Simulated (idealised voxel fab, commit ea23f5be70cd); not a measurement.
process module | voxel transistor to metal
cross-section cut | 195 nm wide | cells 5 nm
A cross-section is a grid of square cells, given in bands from the top down. A band is one or more rows of cells.
Each band's line starts with the height of the band's top and of its bottom, in nm. Then come its materials from left to right, each with its width in nm. One material with "throughout" fills the band from edge to edge. "air" is empty space.
Height 0 is the level under which the wafer as received is all one material. The lowest band goes on downwards, as in "0 down".
A width such as "30 to 40" changes by the same amount from each row of cells to the next, from the band's top row to its bottom row.
"no change" after a step means that no cell of the cross-section changed.
closed voids: empty space of 8 cells or more with no open way to the top, each as width x height at its distance from the left edge, in nm
after a step's settings: what the simulator itself notes on the step
overlay nm, on a step with a mask: how far to the right of its planned place the mask lay; to the left if negative
plan
1 op RECEIVE | material Si
2 op OXIDIZE | depth nm 5
3 op CONFORMAL_DEP | material SiN | thk nm 15
4 op MASKED_ETCH | tone cover | mask id ACTIVE | width nm 105 | etch materials SiN | depth nm 15 | overlay nm 0
5 op MASKED_ETCH | tone cover | mask id ACTIVE | width nm 105 | etch materials SiO2 | depth nm 5 | overlay nm 0
6 op MASKED_ETCH | tone cover | mask id ACTIVE | width nm 105 | etch materials Si | depth nm 20 | overlay nm 0
7 op FILL_DEP | material SiO2 | thk nm 5
8 op CMP | height nm 15
9 op SELECTIVE_ETCH | etch materials SiO2 | depth nm 5
10 op STRIP | etch materials SiN
11 op SELECTIVE_ETCH | etch materials SiO2 | depth nm 5
12 op OXIDIZE | depth nm 5
13 op DIRECTIONAL_DEP | material polySi | thk nm 25
14 op DIRECTIONAL_DEP | material SiCN | thk nm 10
15 op DIRECTIONAL_DEP | material aC | thk nm 15
16 op PATTERN | tone cover | mask id GATE | material resist | width nm 35 | thk nm 30 | overlay nm 0
17 op DIRECTIONAL_ETCH | etch materials aC | depth nm 15
18 op STRIP | etch materials resist
19 op DIRECTIONAL_ETCH | etch materials SiCN | depth nm 20
20 op DIRECTIONAL_ETCH | etch materials polySi | depth nm 35
21 op STRIP | etch materials aC
22 op CONFORMAL_DEP | material SiN | thk nm 5
23 op DIRECTIONAL_ETCH | etch materials SiN | depth nm 5
24 op DIRECTIONAL_ETCH | etch materials SiO2 | depth nm 5
25 op DIRECTIONAL_ETCH | etch materials Si | depth nm 5
26 op EPI | material pSi | thk nm 5
27 op FILL_DEP | material SiO2 | thk nm 5
28 op CMP | height nm 20
29 op STRIP | etch materials polySi
30 op SELECTIVE_ETCH | etch materials SiO2 | depth nm 5
31 op CONFORMAL_DEP | material HfO2 | thk nm 5
32 op CONFORMAL_DEP | material TiN | thk nm 5
33 op FILL_DEP | material W | thk nm 5
34 op CMP | height nm 15
35 op DIRECTIONAL_DEP | material SiO2 | thk nm 10
36 op PATTERN | tone open | mask id CONTACT | material resist | width nm 15 | pitch nm 80 | thk nm 20 | overlay nm 0
37 op DIRECTIONAL_ETCH | etch materials SiO2 | depth nm 35
38 op STRIP | etch materials resist
39 op CONFORMAL_DEP | material TiN | thk nm 5
40 op FILL_DEP | material Ru | thk nm 10
41 op CMP | height nm 25
42 op DIRECTIONAL_DEP | material TiN | thk nm 5
43 op DIRECTIONAL_DEP | material Ru | thk nm 25
44 op MASKED_ETCH | tone cover | mask id METAL_1 | width nm 15 | pitch nm 80 | etch materials Ru | depth nm 25 | overlay nm 0
45 op MASKED_ETCH | tone cover | mask id METAL_1 | width nm 15 | pitch nm 80 | etch materials TiN | depth nm 5 | overlay nm 0
46 op FILL_DEP | material SiO2 | thk nm 5
47 op CMP | height nm 55
48 op CONFORMAL_DEP | material SiN | thk nm 5
first wafer, as planned
as received, after step 1
  0 down: Si throughout
  closed voids: none
after step 2
  0 to -5: SiO2 throughout
  below -5: unchanged
after step 3
  15 to 0: SiN throughout
  below 0: unchanged
after step 4
  15 to 0: air 45 | SiN 105 | air 45
  below 0: unchanged
after step 5
  15 to 0: air 45 | SiN 105 | air 45
  0 to -5: air 45 | SiO2 105 | air 45
  below -5: unchanged
after step 6
  15 to 0: air 45 | SiN 105 | air 45
  0 to -5: air 45 | SiO2 105 | air 45
  -5 to -25: air 45 | Si 105 | air 45
  below -25: unchanged
after step 7
  20 to 15: SiO2 throughout
  15 to 0: SiO2 45 | SiN 105 | SiO2 45
  0 to -5: SiO2 throughout
  -5 to -25: SiO2 45 | Si 105 | SiO2 45
  below -25: unchanged
after step 8
  15 to 0: SiO2 45 | SiN 105 | SiO2 45
  below 0: unchanged
after step 9
  15 to 10: air 45 | SiN 105 | air 45
  below 10: unchanged
after step 10
  10 to 0: SiO2 45 | air 105 | SiO2 45
  below 0: unchanged
after step 11
  5 to -5: SiO2 40 | air 115 | SiO2 40
  below -5: unchanged
after step 12
  5 to -5: SiO2 40 | air 115 | SiO2 40
  -5 to -10: SiO2 throughout
  below -10: unchanged
after step 13
  30 to 20: polySi 40 | air 115 | polySi 40
  20 to 5: polySi throughout
  5 to -5: SiO2 40 | polySi 115 | SiO2 40
  below -5: unchanged
after step 14
  40 to 30: SiCN 40 | air 115 | SiCN 40
  30 to 20: polySi 40 | SiCN 115 | polySi 40
  below 20: unchanged
after step 15
  55 to 45: aC 40 | air 115 | aC 40
  45 to 40: aC throughout
  40 to 30: SiCN 40 | aC 115 | SiCN 40
  below 30: unchanged
after step 16
  85 to 55: air 80 | resist 35 | air 80
  55 to 45: aC 40 | air 40 | resist 35 | air 40 | aC 40
  below 45: unchanged
after step 17
  70 to 45: air 80 | resist 35 | air 80
  45 to 40: air 80 | aC 35 | air 80
  40 to 30: SiCN 40 | air 40 | aC 35 | air 40 | SiCN 40
  below 30: unchanged
after step 18
  45 to 40: air 80 | aC 35 | air 80
  below 40: unchanged
after step 19
  45 to 30: air 80 | aC 35 | air 80
  30 to 20: polySi 40 | air 40 | SiCN 35 | air 40 | polySi 40
  below 20: unchanged
after step 20
  45 to 30: air 80 | aC 35 | air 80
  30 to 20: air 80 | SiCN 35 | air 80
  20 to 5: air 80 | polySi 35 | air 80
  5 to -5: SiO2 40 | air 40 | polySi 35 | air 40 | SiO2 40
  below -5: unchanged
after step 21
  30 to 20: air 80 | SiCN 35 | air 80
  below 20: unchanged
after step 22
  35 to 30: air 75 | SiN 45 | air 75
  30 to 20: air 75 | SiN 5 | SiCN 35 | SiN 5 | air 75
  20 to 10: air 75 | SiN 5 | polySi 35 | SiN 5 | air 75
  10 to 5: SiN 45 | air 30 | SiN 5 | polySi 35 | SiN 5 | air 30 | SiN 45
  5 to 0: SiO2 40 | SiN 5 | air 30 | SiN 5 | polySi 35 | SiN 5 | air 30 | SiN 5 | SiO2 40
  0 to -5: SiO2 40 | SiN 40 | polySi 35 | SiN 40 | SiO2 40
  below -5: unchanged
after step 23
  30 to 20: air 75 | SiN 5 | SiCN 35 | SiN 5 | air 75
  20 to 5: air 75 | SiN 5 | polySi 35 | SiN 5 | air 75
  5 to -5: SiO2 40 | SiN 5 | air 30 | SiN 5 | polySi 35 | SiN 5 | air 30 | SiN 5 | SiO2 40
  below -5: unchanged
after step 24
  30 to 20: air 75 | SiN 5 | SiCN 35 | SiN 5 | air 75
  20 to 5: air 75 | SiN 5 | polySi 35 | SiN 5 | air 75
  5 to 0: air 40 | SiN 5 | air 30 | SiN 5 | polySi 35 | SiN 5 | air 30 | SiN 5 | air 40
  0 to -5: SiO2 40 | SiN 5 | air 30 | SiN 5 | polySi 35 | SiN 5 | air 30 | SiN 5 | SiO2 40
  -5 to -10: SiO2 45 | air 30 | SiO2 45 | air 30 | SiO2 45
  below -10: unchanged
after step 25
  30 to 20: air 75 | SiN 5 | SiCN 35 | SiN 5 | air 75
  20 to 5: air 75 | SiN 5 | polySi 35 | SiN 5 | air 75
  5 to 0: air 40 | SiN 5 | air 30 | SiN 5 | polySi 35 | SiN 5 | air 30 | SiN 5 | air 40
  0 to -5: SiO2 40 | SiN 5 | air 30 | SiN 5 | polySi 35 | SiN 5 | air 30 | SiN 5 | SiO2 40
  -5 to -10: SiO2 45 | air 30 | SiO2 45 | air 30 | SiO2 45
  -10 to -15: SiO2 45 | air 30 | Si 45 | air 30 | SiO2 45
  below -15: unchanged
after step 26
  30 to 20: air 75 | SiN 5 | SiCN 35 | SiN 5 | air 75
  20 to 5: air 75 | SiN 5 | polySi 35 | SiN 5 | air 75
  5 to 0: air 40 | SiN 5 | air 30 | SiN 5 | polySi 35 | SiN 5 | air 30 | SiN 5 | air 40
  0 to -5: SiO2 40 | SiN 5 | air 30 | SiN 5 | polySi 35 | SiN 5 | air 30 | SiN 5 | SiO2 40
  -5 to -10: SiO2 45 | air 25 | pSi 5 | SiO2 45 | pSi 5 | air 25 | SiO2 45
  -10 to -15: SiO2 45 | pSi 30 | Si 45 | pSi 30 | SiO2 45
  below -15: unchanged
after step 27
  35 to 30: SiO2 throughout
  30 to 20: SiO2 75 | SiN 5 | SiCN 35 | SiN 5 | SiO2 75
  20 to 5: SiO2 75 | SiN 5 | polySi 35 | SiN 5 | SiO2 75
  5 to -5: SiO2 40 | SiN 5 | SiO2 30 | SiN 5 | polySi 35 | SiN 5 | SiO2 30 | SiN 5 | SiO2 40
  -5 to -10: SiO2 70 | pSi 5 | SiO2 45 | pSi 5 | SiO2 70
  below -10: unchanged
after step 28
  20 to 5: SiO2 75 | SiN 5 | polySi 35 | SiN 5 | SiO2 75
  below 5: unchanged
after step 29
  20 to 5: SiO2 75 | SiN 5 | air 35 | SiN 5 | SiO2 75
  5 to -5: SiO2 40 | SiN 5 | SiO2 30 | SiN 5 | air 35 | SiN 5 | SiO2 30 | SiN 5 | SiO2 40
  below -5: unchanged
after step 30
  20 to 15: air 75 | SiN 5 | air 35 | SiN 5 | air 75
  15 to 5: SiO2 75 | SiN 5 | air 35 | SiN 5 | SiO2 75
  5 to -5: SiO2 40 | SiN 5 | SiO2 30 | SiN 5 | air 35 | SiN 5 | SiO2 30 | SiN 5 | SiO2 40
  -5 to -10: SiO2 70 | pSi 5 | air 45 | pSi 5 | SiO2 70
  below -10: unchanged
after step 31
  25 to 20: air 70 | HfO2 15 | air 25 | HfO2 15 | air 70
  20 to 15: HfO2 75 | SiN 5 | HfO2 5 | air 25 | HfO2 5 | SiN 5 | HfO2 75
  15 to 5: SiO2 75 | SiN 5 | HfO2 5 | air 25 | HfO2 5 | SiN 5 | SiO2 75
  5 to -5: SiO2 40 | SiN 5 | SiO2 30 | SiN 5 | HfO2 5 | air 25 | HfO2 5 | SiN 5 | SiO2 30 | SiN 5 | SiO2 40
  -5 to -10: SiO2 70 | pSi 5 | HfO2 45 | pSi 5 | SiO2 70
  below -10: unchanged
after step 32
  30 to 25: air 65 | TiN 25 | air 15 | TiN 25 | air 65
  25 to 20: TiN 70 | HfO2 15 | TiN 5 | air 15 | TiN 5 | HfO2 15 | TiN 70
  20 to 15: HfO2 75 | SiN 5 | HfO2 5 | TiN 5 | air 15 | TiN 5 | HfO2 5 | SiN 5 | HfO2 75
  15 to 5: SiO2 75 | SiN 5 | HfO2 5 | TiN 5 | air 15 | TiN 5 | HfO2 5 | SiN 5 | SiO2 75
  5 to 0: SiO2 40 | SiN 5 | SiO2 30 | SiN 5 | HfO2 5 | TiN 5 | air 15 | TiN 5 | HfO2 5 | SiN 5 | SiO2 30 | SiN 5 | SiO2 40
  0 to -5: SiO2 40 | SiN 5 | SiO2 30 | SiN 5 | HfO2 5 | TiN 25 | HfO2 5 | SiN 5 | SiO2 30 | SiN 5 | SiO2 40
  below -5: unchanged
after step 33
  35 to 30: W throughout
  30 to 25: W 65 | TiN 25 | W 15 | TiN 25 | W 65
  25 to 20: TiN 70 | HfO2 15 | TiN 5 | W 15 | TiN 5 | HfO2 15 | TiN 70
  20 to 15: HfO2 75 | SiN 5 | HfO2 5 | TiN 5 | W 15 | TiN 5 | HfO2 5 | SiN 5 | HfO2 75
  15 to 5: SiO2 75 | SiN 5 | HfO2 5 | TiN 5 | W 15 | TiN 5 | HfO2 5 | SiN 5 | SiO2 75
  5 to 0: SiO2 40 | SiN 5 | SiO2 30 | SiN 5 | HfO2 5 | TiN 5 | W 15 | TiN 5 | HfO2 5 | SiN 5 | SiO2 30 | SiN 5 | SiO2 40
  below 0: unchanged
after step 34
  15 to 5: SiO2 75 | SiN 5 | HfO2 5 | TiN 5 | W 15 | TiN 5 | HfO2 5 | SiN 5 | SiO2 75
  below 5: unchanged
after step 35
  25 to 15: SiO2 throughout
  below 15: unchanged
after step 36
  45 to 25: resist 50 | air 15 | resist 65 | air 15 | resist 50
  below 25: unchanged
after step 37
  45 to 25: resist 50 | air 15 | resist 65 | air 15 | resist 50
  25 to 15: SiO2 50 | air 15 | SiO2 65 | air 15 | SiO2 50
  15 to 5: SiO2 50 | air 15 | SiO2 10 | SiN 5 | HfO2 5 | TiN 5 | W 15 | TiN 5 | HfO2 5 | SiN 5 | SiO2 10 | air 15 | SiO2 50
  5 to 0: SiO2 40 | SiN 5 | SiO2 5 | air 15 | SiO2 10 | SiN 5 | HfO2 5 | TiN 5 | W 15 | TiN 5 | HfO2 5 | SiN 5 | SiO2 10 | air 15 | SiO2 5 | SiN 5 | SiO2 40
  0 to -5: SiO2 40 | SiN 5 | SiO2 5 | air 15 | SiO2 10 | SiN 5 | HfO2 5 | TiN 25 | HfO2 5 | SiN 5 | SiO2 10 | air 15 | SiO2 5 | SiN 5 | SiO2 40
  -5 to -10: SiO2 50 | air 15 | SiO2 5 | pSi 5 | HfO2 45 | pSi 5 | SiO2 5 | air 15 | SiO2 50
  below -10: unchanged
after step 38
  25 to 15: SiO2 50 | air 15 | SiO2 65 | air 15 | SiO2 50
  below 15: unchanged
after step 39
  30 to 25: TiN 55 | air 5 | TiN 75 | air 5 | TiN 55
  25 to 15: SiO2 50 | TiN 5 | air 5 | TiN 5 | SiO2 65 | TiN 5 | air 5 | TiN 5 | SiO2 50
  15 to 5: SiO2 50 | TiN 5 | air 5 | TiN 5 | SiO2 10 | SiN 5 | HfO2 5 | TiN 5 | W 15 | TiN 5 | HfO2 5 | SiN 5 | SiO2 10 | TiN 5 | air 5 | TiN 5 | SiO2 50
  5 to 0: SiO2 40 | SiN 5 | SiO2 5 | TiN 5 | air 5 | TiN 5 | SiO2 10 | SiN 5 | HfO2 5 | TiN 5 | W 15 | TiN 5 | HfO2 5 | SiN 5 | SiO2 10 | TiN 5 | air 5 | TiN 5 | SiO2 5 | SiN 5 | SiO2 40
  0 to -5: SiO2 40 | SiN 5 | SiO2 5 | TiN 5 | air 5 | TiN 5 | SiO2 10 | SiN 5 | HfO2 5 | TiN 25 | HfO2 5 | SiN 5 | SiO2 10 | TiN 5 | air 5 | TiN 5 | SiO2 5 | SiN 5 | SiO2 40
  -5 to -10: SiO2 50 | TiN 15 | SiO2 5 | pSi 5 | HfO2 45 | pSi 5 | SiO2 5 | TiN 15 | SiO2 50
  below -10: unchanged
after step 40
  40 to 30: Ru throughout
  30 to 25: TiN 55 | Ru 5 | TiN 75 | Ru 5 | TiN 55
  25 to 15: SiO2 50 | TiN 5 | Ru 5 | TiN 5 | SiO2 65 | TiN 5 | Ru 5 | TiN 5 | SiO2 50
  15 to 5: SiO2 50 | TiN 5 | Ru 5 | TiN 5 | SiO2 10 | SiN 5 | HfO2 5 | TiN 5 | W 15 | TiN 5 | HfO2 5 | SiN 5 | SiO2 10 | TiN 5 | Ru 5 | TiN 5 | SiO2 50
  5 to 0: SiO2 40 | SiN 5 | SiO2 5 | TiN 5 | Ru 5 | TiN 5 | SiO2 10 | SiN 5 | HfO2 5 | TiN 5 | W 15 | TiN 5 | HfO2 5 | SiN 5 | SiO2 10 | TiN 5 | Ru 5 | TiN 5 | SiO2 5 | SiN 5 | SiO2 40
  0 to -5: SiO2 40 | SiN 5 | SiO2 5 | TiN 5 | Ru 5 | TiN 5 | SiO2 10 | SiN 5 | HfO2 5 | TiN 25 | HfO2 5 | SiN 5 | SiO2 10 | TiN 5 | Ru 5 | TiN 5 | SiO2 5 | SiN 5 | SiO2 40
  below -5: unchanged
after step 41
  25 to 15: SiO2 50 | TiN 5 | Ru 5 | TiN 5 | SiO2 65 | TiN 5 | Ru 5 | TiN 5 | SiO2 50
  below 15: unchanged
after step 42
  30 to 25: TiN throughout
  below 25: unchanged
after step 43
  55 to 30: Ru throughout
  below 30: unchanged
after step 44
  55 to 30: air 50 | Ru 15 | air 65 | Ru 15 | air 50
  below 30: unchanged
after step 45
  55 to 30: air 50 | Ru 15 | air 65 | Ru 15 | air 50
  30 to 25: air 50 | TiN 15 | air 65 | TiN 15 | air 50
  below 25: unchanged
after step 46
  60 to 55: SiO2 throughout
  55 to 30: SiO2 50 | Ru 15 | SiO2 65 | Ru 15 | SiO2 50
  30 to 25: SiO2 50 | TiN 15 | SiO2 65 | TiN 15 | SiO2 50
  below 25: unchanged
after step 47
  55 to 30: SiO2 50 | Ru 15 | SiO2 65 | Ru 15 | SiO2 50
  below 30: unchanged
after step 48
  60 to 55: SiN throughout
  below 55: unchanged
second wafer: like start, like plan, one mistake. Through step 15 it matches the first wafer
when step 16 should have ended
  85 to 55: air 85 | resist 30 | air 80
  55 to 45: aC 40 | air 45 | resist 30 | air 40 | aC 40
  below 45: unchanged
when step 17 should have ended
  70 to 45: air 85 | resist 30 | air 80
  45 to 40: air 85 | aC 30 | air 80
  40 to 30: SiCN 40 | air 45 | aC 30 | air 40 | SiCN 40
  below 30: unchanged
when step 18 should have ended
  45 to 40: air 85 | aC 30 | air 80
  below 40: unchanged
when step 19 should have ended
  45 to 30: air 85 | aC 30 | air 80
  30 to 20: polySi 40 | air 45 | SiCN 30 | air 40 | polySi 40
  below 20: unchanged
when step 20 should have ended
  45 to 30: air 85 | aC 30 | air 80
  30 to 20: air 85 | SiCN 30 | air 80
  20 to 5: air 85 | polySi 30 | air 80
  5 to -5: SiO2 40 | air 45 | polySi 30 | air 40 | SiO2 40
  below -5: unchanged
when step 21 should have ended
  30 to 20: air 85 | SiCN 30 | air 80
  below 20: unchanged
when step 22 should have ended
  35 to 30: air 80 | SiN 40 | air 75
  30 to 20: air 80 | SiN 5 | SiCN 30 | SiN 5 | air 75
  20 to 10: air 80 | SiN 5 | polySi 30 | SiN 5 | air 75
  10 to 5: SiN 45 | air 35 | SiN 5 | polySi 30 | SiN 5 | air 30 | SiN 45
  5 to 0: SiO2 40 | SiN 5 | air 35 | SiN 5 | polySi 30 | SiN 5 | air 30 | SiN 5 | SiO2 40
  0 to -5: SiO2 40 | SiN 45 | polySi 30 | SiN 40 | SiO2 40
  below -5: unchanged
when step 23 should have ended
  30 to 20: air 80 | SiN 5 | SiCN 30 | SiN 5 | air 75
  20 to 5: air 80 | SiN 5 | polySi 30 | SiN 5 | air 75
  5 to -5: SiO2 40 | SiN 5 | air 35 | SiN 5 | polySi 30 | SiN 5 | air 30 | SiN 5 | SiO2 40
  below -5: unchanged
when step 24 should have ended
  30 to 20: air 80 | SiN 5 | SiCN 30 | SiN 5 | air 75
  20 to 5: air 80 | SiN 5 | polySi 30 | SiN 5 | air 75
  5 to 0: air 40 | SiN 5 | air 35 | SiN 5 | polySi 30 | SiN 5 | air 30 | SiN 5 | air 40
  0 to -5: SiO2 40 | SiN 5 | air 35 | SiN 5 | polySi 30 | SiN 5 | air 30 | SiN 5 | SiO2 40
  -5 to -10: SiO2 45 | air 35 | SiO2 40 | air 30 | SiO2 45
  below -10: unchanged
when step 25 should have ended
  30 to 20: air 80 | SiN 5 | SiCN 30 | SiN 5 | air 75
  20 to 5: air 80 | SiN 5 | polySi 30 | SiN 5 | air 75
  5 to 0: air 40 | SiN 5 | air 35 | SiN 5 | polySi 30 | SiN 5 | air 30 | SiN 5 | air 40
  0 to -5: SiO2 40 | SiN 5 | air 35 | SiN 5 | polySi 30 | SiN 5 | air 30 | SiN 5 | SiO2 40
  -5 to -10: SiO2 45 | air 35 | SiO2 40 | air 30 | SiO2 45
  -10 to -15: SiO2 45 | air 35 | Si 40 | air 30 | SiO2 45
  below -15: unchanged
when step 26 should have ended
  30 to 20: air 80 | SiN 5 | SiCN 30 | SiN 5 | air 75
  20 to 5: air 80 | SiN 5 | polySi 30 | SiN 5 | air 75
  5 to 0: air 40 | SiN 5 | air 35 | SiN 5 | polySi 30 | SiN 5 | air 30 | SiN 5 | air 40
  0 to -5: SiO2 40 | SiN 5 | air 35 | SiN 5 | polySi 30 | SiN 5 | air 30 | SiN 5 | SiO2 40
  -5 to -10: SiO2 45 | air 30 | pSi 5 | SiO2 40 | pSi 5 | air 25 | SiO2 45
  -10 to -15: SiO2 45 | pSi 35 | Si 40 | pSi 30 | SiO2 45
  below -15: unchanged
when step 27 should have ended
  35 to 30: SiO2 throughout
  30 to 20: SiO2 80 | SiN 5 | SiCN 30 | SiN 5 | SiO2 75
  20 to 5: SiO2 80 | SiN 5 | polySi 30 | SiN 5 | SiO2 75
  5 to -5: SiO2 40 | SiN 5 | SiO2 35 | SiN 5 | polySi 30 | SiN 5 | SiO2 30 | SiN 5 | SiO2 40
  -5 to -10: SiO2 75 | pSi 5 | SiO2 40 | pSi 5 | SiO2 70
  below -10: unchanged
when step 28 should have ended
  20 to 5: SiO2 80 | SiN 5 | polySi 30 | SiN 5 | SiO2 75
  below 5: unchanged
when step 29 should have ended
  20 to 5: SiO2 80 | SiN 5 | air 30 | SiN 5 | SiO2 75
  5 to -5: SiO2 40 | SiN 5 | SiO2 35 | SiN 5 | air 30 | SiN 5 | SiO2 30 | SiN 5 | SiO2 40
  below -5: unchanged
when step 30 should have ended
  20 to 15: air 80 | SiN 5 | air 30 | SiN 5 | air 75
  15 to 5: SiO2 80 | SiN 5 | air 30 | SiN 5 | SiO2 75
  5 to -5: SiO2 40 | SiN 5 | SiO2 35 | SiN 5 | air 30 | SiN 5 | SiO2 30 | SiN 5 | SiO2 40
  -5 to -10: SiO2 75 | pSi 5 | air 40 | pSi 5 | SiO2 70
  below -10: unchanged
when step 31 should have ended
  25 to 20: air 75 | HfO2 15 | air 20 | HfO2 15 | air 70
  20 to 15: HfO2 80 | SiN 5 | HfO2 5 | air 20 | HfO2 5 | SiN 5 | HfO2 75
  15 to 5: SiO2 80 | SiN 5 | HfO2 5 | air 20 | HfO2 5 | SiN 5 | SiO2 75
  5 to -5: SiO2 40 | SiN 5 | SiO2 35 | SiN 5 | HfO2 5 | air 20 | HfO2 5 | SiN 5 | SiO2 30 | SiN 5 | SiO2 40
  -5 to -10: SiO2 75 | pSi 5 | HfO2 40 | pSi 5 | SiO2 70
  below -10: unchanged
when step 32 should have ended
  30 to 25: air 70 | TiN 25 | air 10 | TiN 25 | air 65
  25 to 20: TiN 75 | HfO2 15 | TiN 5 | air 10 | TiN 5 | HfO2 15 | TiN 70
  20 to 15: HfO2 80 | SiN 5 | HfO2 5 | TiN 5 | air 10 | TiN 5 | HfO2 5 | SiN 5 | HfO2 75
  15 to 5: SiO2 80 | SiN 5 | HfO2 5 | TiN 5 | air 10 | TiN 5 | HfO2 5 | SiN 5 | SiO2 75
  5 to 0: SiO2 40 | SiN 5 | SiO2 35 | SiN 5 | HfO2 5 | TiN 5 | air 10 | TiN 5 | HfO2 5 | SiN 5 | SiO2 30 | SiN 5 | SiO2 40
  0 to -5: SiO2 40 | SiN 5 | SiO2 35 | SiN 5 | HfO2 5 | TiN 20 | HfO2 5 | SiN 5 | SiO2 30 | SiN 5 | SiO2 40
  below -5: unchanged
when step 33 should have ended
  35 to 30: W throughout
  30 to 25: W 70 | TiN 25 | W 10 | TiN 25 | W 65
  25 to 20: TiN 75 | HfO2 15 | TiN 5 | W 10 | TiN 5 | HfO2 15 | TiN 70
  20 to 15: HfO2 80 | SiN 5 | HfO2 5 | TiN 5 | W 10 | TiN 5 | HfO2 5 | SiN 5 | HfO2 75
  15 to 5: SiO2 80 | SiN 5 | HfO2 5 | TiN 5 | W 10 | TiN 5 | HfO2 5 | SiN 5 | SiO2 75
  5 to 0: SiO2 40 | SiN 5 | SiO2 35 | SiN 5 | HfO2 5 | TiN 5 | W 10 | TiN 5 | HfO2 5 | SiN 5 | SiO2 30 | SiN 5 | SiO2 40
  below 0: unchanged
when step 34 should have ended
  15 to 5: SiO2 80 | SiN 5 | HfO2 5 | TiN 5 | W 10 | TiN 5 | HfO2 5 | SiN 5 | SiO2 75
  below 5: unchanged
when step 35 should have ended
  25 to 15: SiO2 throughout
  below 15: unchanged
when step 36 should have ended
  45 to 25: resist 50 | air 15 | resist 65 | air 15 | resist 50
  below 25: unchanged
when step 37 should have ended
  45 to 25: resist 50 | air 15 | resist 65 | air 15 | resist 50
  25 to 15: SiO2 50 | air 15 | SiO2 65 | air 15 | SiO2 50
  15 to 5: SiO2 50 | air 15 | SiO2 15 | SiN 5 | HfO2 5 | TiN 5 | W 10 | TiN 5 | HfO2 5 | SiN 5 | SiO2 10 | air 15 | SiO2 50
  5 to 0: SiO2 40 | SiN 5 | SiO2 5 | air 15 | SiO2 15 | SiN 5 | HfO2 5 | TiN 5 | W 10 | TiN 5 | HfO2 5 | SiN 5 | SiO2 10 | air 15 | SiO2 5 | SiN 5 | SiO2 40
  0 to -5: SiO2 40 | SiN 5 | SiO2 5 | air 15 | SiO2 15 | SiN 5 | HfO2 5 | TiN 20 | HfO2 5 | SiN 5 | SiO2 10 | air 15 | SiO2 5 | SiN 5 | SiO2 40
  -5 to -10: SiO2 50 | air 15 | SiO2 10 | pSi 5 | HfO2 40 | pSi 5 | SiO2 5 | air 15 | SiO2 50
  below -10: unchanged
when step 38 should have ended
  25 to 15: SiO2 50 | air 15 | SiO2 65 | air 15 | SiO2 50
  below 15: unchanged
when step 39 should have ended
  30 to 25: TiN 55 | air 5 | TiN 75 | air 5 | TiN 55
  25 to 15: SiO2 50 | TiN 5 | air 5 | TiN 5 | SiO2 65 | TiN 5 | air 5 | TiN 5 | SiO2 50
  15 to 5: SiO2 50 | TiN 5 | air 5 | TiN 5 | SiO2 15 | SiN 5 | HfO2 5 | TiN 5 | W 10 | TiN 5 | HfO2 5 | SiN 5 | SiO2 10 | TiN 5 | air 5 | TiN 5 | SiO2 50
  5 to 0: SiO2 40 | SiN 5 | SiO2 5 | TiN 5 | air 5 | TiN 5 | SiO2 15 | SiN 5 | HfO2 5 | TiN 5 | W 10 | TiN 5 | HfO2 5 | SiN 5 | SiO2 10 | TiN 5 | air 5 | TiN 5 | SiO2 5 | SiN 5 | SiO2 40
  0 to -5: SiO2 40 | SiN 5 | SiO2 5 | TiN 5 | air 5 | TiN 5 | SiO2 15 | SiN 5 | HfO2 5 | TiN 20 | HfO2 5 | SiN 5 | SiO2 10 | TiN 5 | air 5 | TiN 5 | SiO2 5 | SiN 5 | SiO2 40
  -5 to -10: SiO2 50 | TiN 15 | SiO2 10 | pSi 5 | HfO2 40 | pSi 5 | SiO2 5 | TiN 15 | SiO2 50
  below -10: unchanged
when step 40 should have ended
  40 to 30: Ru throughout
  30 to 25: TiN 55 | Ru 5 | TiN 75 | Ru 5 | TiN 55
  25 to 15: SiO2 50 | TiN 5 | Ru 5 | TiN 5 | SiO2 65 | TiN 5 | Ru 5 | TiN 5 | SiO2 50
  15 to 5: SiO2 50 | TiN 5 | Ru 5 | TiN 5 | SiO2 15 | SiN 5 | HfO2 5 | TiN 5 | W 10 | TiN 5 | HfO2 5 | SiN 5 | SiO2 10 | TiN 5 | Ru 5 | TiN 5 | SiO2 50
  5 to 0: SiO2 40 | SiN 5 | SiO2 5 | TiN 5 | Ru 5 | TiN 5 | SiO2 15 | SiN 5 | HfO2 5 | TiN 5 | W 10 | TiN 5 | HfO2 5 | SiN 5 | SiO2 10 | TiN 5 | Ru 5 | TiN 5 | SiO2 5 | SiN 5 | SiO2 40
  0 to -5: SiO2 40 | SiN 5 | SiO2 5 | TiN 5 | Ru 5 | TiN 5 | SiO2 15 | SiN 5 | HfO2 5 | TiN 20 | HfO2 5 | SiN 5 | SiO2 10 | TiN 5 | Ru 5 | TiN 5 | SiO2 5 | SiN 5 | SiO2 40
  below -5: unchanged
when step 41 should have ended
  25 to 15: SiO2 50 | TiN 5 | Ru 5 | TiN 5 | SiO2 65 | TiN 5 | Ru 5 | TiN 5 | SiO2 50
  below 15: unchanged
when step 42 should have ended
  30 to 25: TiN throughout
  below 25: unchanged
when step 43 should have ended
  55 to 30: Ru throughout
  below 30: unchanged
when step 44 should have ended
  55 to 30: air 50 | Ru 15 | air 65 | Ru 15 | air 50
  below 30: unchanged
when step 45 should have ended
  55 to 30: air 50 | Ru 15 | air 65 | Ru 15 | air 50
  30 to 25: air 50 | TiN 15 | air 65 | TiN 15 | air 50
  below 25: unchanged
when step 46 should have ended
  60 to 55: SiO2 throughout
  55 to 30: SiO2 50 | Ru 15 | SiO2 65 | Ru 15 | SiO2 50
  30 to 25: SiO2 50 | TiN 15 | SiO2 65 | TiN 15 | SiO2 50
  below 25: unchanged
when step 47 should have ended
  55 to 30: SiO2 50 | Ru 15 | SiO2 65 | Ru 15 | SiO2 50
  below 30: unchanged
when step 48 should have ended
  60 to 55: SiN throughout
  below 55: unchanged
what went wrong: step 16 ran as: op PATTERN | tone cover | mask id GATE | material resist | width nm 30 | thk nm 30 | overlay nm 0
at the end the second wafer has, in cells: 1 fewer of HfO2 | 1 fewer of Si | 5 more of SiO2 | 1 fewer of TiN | 3 fewer of W | 1 more of pSi
